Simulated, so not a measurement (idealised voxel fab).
process module | voxel fin reveal
cross-section cut | 180 nm wide | cells 5 nm
A cross-section is a grid of square cells, given in bands from the top down. A band is one or more rows of cells.
Each band's line starts with the height of the band's top and of its bottom, in nm. Then come its materials from left to right, each with its width in nm. One material with "throughout" fills the band from edge to edge. "air" is empty space.
Height 0 is the level under which the wafer as received is all one material. The lowest band goes on downwards, as in "0 down".
A width such as "30 to 40" changes by the same amount from each row of cells to the next, from the band's top row to its bottom row.
"no change" after a step means that no cell of the cross-section changed.
closed voids: empty space of 8 cells or more with no open way to the top, each as width x height at its distance from the left edge, in nm
after a step's settings: what the simulator itself notes on the step
overlay nm, on a step with a mask: how far to the right of its planned place the mask lay; to the left if negative
plan
1 op RECEIVE | material Si
2 op CONFORMAL_DEP | material SiN | thk nm 10
3 op MASKED_ETCH | tone cover | mask id FINS | width nm 15 | pitch nm 40 | etch materials SiN | depth nm 10 | overlay nm 0
4 op MASKED_ETCH | tone cover | mask id FINS | width nm 15 | pitch nm 40 | etch materials Si | depth nm 30 | overlay nm 0
5 op FILL_DEP | material SiO2 | thk nm 5
6 op CMP | height nm 10
7 op SELECTIVE_ETCH | etch materials SiO2 | depth nm 25
8 op STRIP | etch materials SiN
as received, after step 1
  0 down: Si throughout
  closed voids: none
first wafer at the end, as planned
  0 to -15: air 60 | Si 15 | air 25 | Si 15 | air 65
  -15 to -30: SiO2 60 | Si 15 | SiO2 25 | Si 15 | SiO2 65
  -30 down: Si throughout
  closed voids: none
second wafer at the end: like start, like plan, one mistake
  0 to -5: air 60 | Si 15 | air 25 | Si 15 | air 65
  -5 to -30: SiO2 60 | Si 15 | SiO2 25 | Si 15 | SiO2 65
  -30 down: Si throughout
  closed voids: none
what went wrong: step 7 ran as: op SELECTIVE_ETCH | etch materials SiO2 | depth nm 15
at the end the second wafer has, in cells: 60 more of SiO2
